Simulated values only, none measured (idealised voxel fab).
The following is a process module called voxel air gaps.
Square cells of 5 nm make up the cross-section cut, whose width is 220 nm.
We lay out every cross-section as a grid of square cells and spell it out in bands from the top down, where one band means one or more rows of cells.
Basically the band line says how high the top is and how high the bottom is, in nm, and then what's in it from left to right, every material with its width in nm. Empty space shows up as "blank", and if a single material carries "all across" it runs the full band edge to edge.
Heights are reckoned from 0. Under this level, the received wafer is all of one material. The bottommost band is open-ended downward, for example "from 0 down".
It should be noted that a width expressed as "30 to 40" varies in equal increments from row to row of cells within the band, taking the value of the first number at the top row and that of the second number at the bottom row.
Given "nothing got changed" for a step, no cell of the cross-section differs between before and after that step.
Closed empty spaces (no open way to the top) of 8 cells or more are what "Sealed internal voids" lists, each as width x height at distance from the left edge, nm for all three.
On a step's line, text after the settings is the simulator commenting on that step.
The setting "overlay nm" may be written on the line of a step. When the step uses a mask, the value reports how far to the right of the planned place the mask lay, and a negative value reports that it lay to the left.
### This section lists the process steps that were planned
1 RECEIVE,material Si
2 CONFORMAL_DEP,material SiO2,thk nm 15
3 CONFORMAL_DEP,material SiN,thk nm 5
4 DIRECTIONAL_DEP,material SiO2,thk nm 35
5 DIRECTIONAL_DEP,material aC,thk nm 15
6 PATTERN,tone open,mask id LINES,material resist,width nm 20,pitch nm 50,thk nm 30,overlay nm 0
7 DIRECTIONAL_ETCH,etch materials aC,depth nm 15
8 STRIP,etch materials resist
9 DIRECTIONAL_ETCH,etch materials SiO2,depth nm 35
10 STRIP,etch materials aC
11 CONFORMAL_DEP,material TiN,thk nm 5
12 FILL_DEP,material W,thk nm 10
13 CMP,height nm 55
14 EPI,material Ru,thk nm 10
15 SELECTIVE_ETCH,etch materials SiO2,depth nm 45
16 CONFORMAL_DEP,material SiCN,thk nm 5
### This is the cross-section of the wafer as we received it, i.e. after step 1
* from 0 down = Si all across
* Sealed internal voids: none
### Cross-section, end of module. Start: as above. Plan: as above. Execution: one mistake
* from 70 to 65 = blank 10 nm / SiO2 200 nm / blank 10 nm
* from 65 to 55 = blank 10 nm / SiO2 5 nm / Ru 40 nm / SiO2 10 nm / Ru 40 nm / SiO2 10 nm / Ru 40 nm / SiO2 10 nm / Ru 40 nm / SiO2 5 nm / blank 10 nm
* from 55 to 50 = blank 10 nm / SiO2 15 nm / TiN 5 nm / W 10 nm / TiN 5 nm / SiO2 30 nm / TiN 5 nm / W 10 nm / TiN 5 nm / SiO2 30 nm / TiN 5 nm / W 10 nm / TiN 5 nm / SiO2 30 nm / TiN 5 nm / W 10 nm / TiN 5 nm / SiO2 15 nm / blank 10 nm
* from 50 to 25 = blank 20 nm / SiO2 5 nm / TiN 5 nm / W 10 nm / TiN 5 nm / SiO2 5 nm / blank 20 nm / SiO2 5 nm / TiN 5 nm / W 10 nm / TiN 5 nm / SiO2 5 nm / blank 20 nm / SiO2 5 nm / TiN 5 nm / W 10 nm / TiN 5 nm / SiO2 5 nm / blank 20 nm / SiO2 5 nm / TiN 5 nm / W 10 nm / TiN 5 nm / SiO2 5 nm / blank 20 nm
* from 25 to 20 = SiO2 25 nm / TiN 20 nm / SiO2 30 nm / TiN 20 nm / SiO2 30 nm / TiN 20 nm / SiO2 30 nm / TiN 20 nm / SiO2 25 nm
* from 20 to 15 = SiN all across
* from 15 to 0 = SiO2 all across
* from 0 down = Si all across
* Sealed internal voids: 20 x 25 at 50; 20 x 25 at 100; 20 x 25 at 150
Deviation noted in wafer processing: for step 16, the planned setting was not used; the step was instead run as CONFORMAL_DEP,material SiO2,thk nm 5
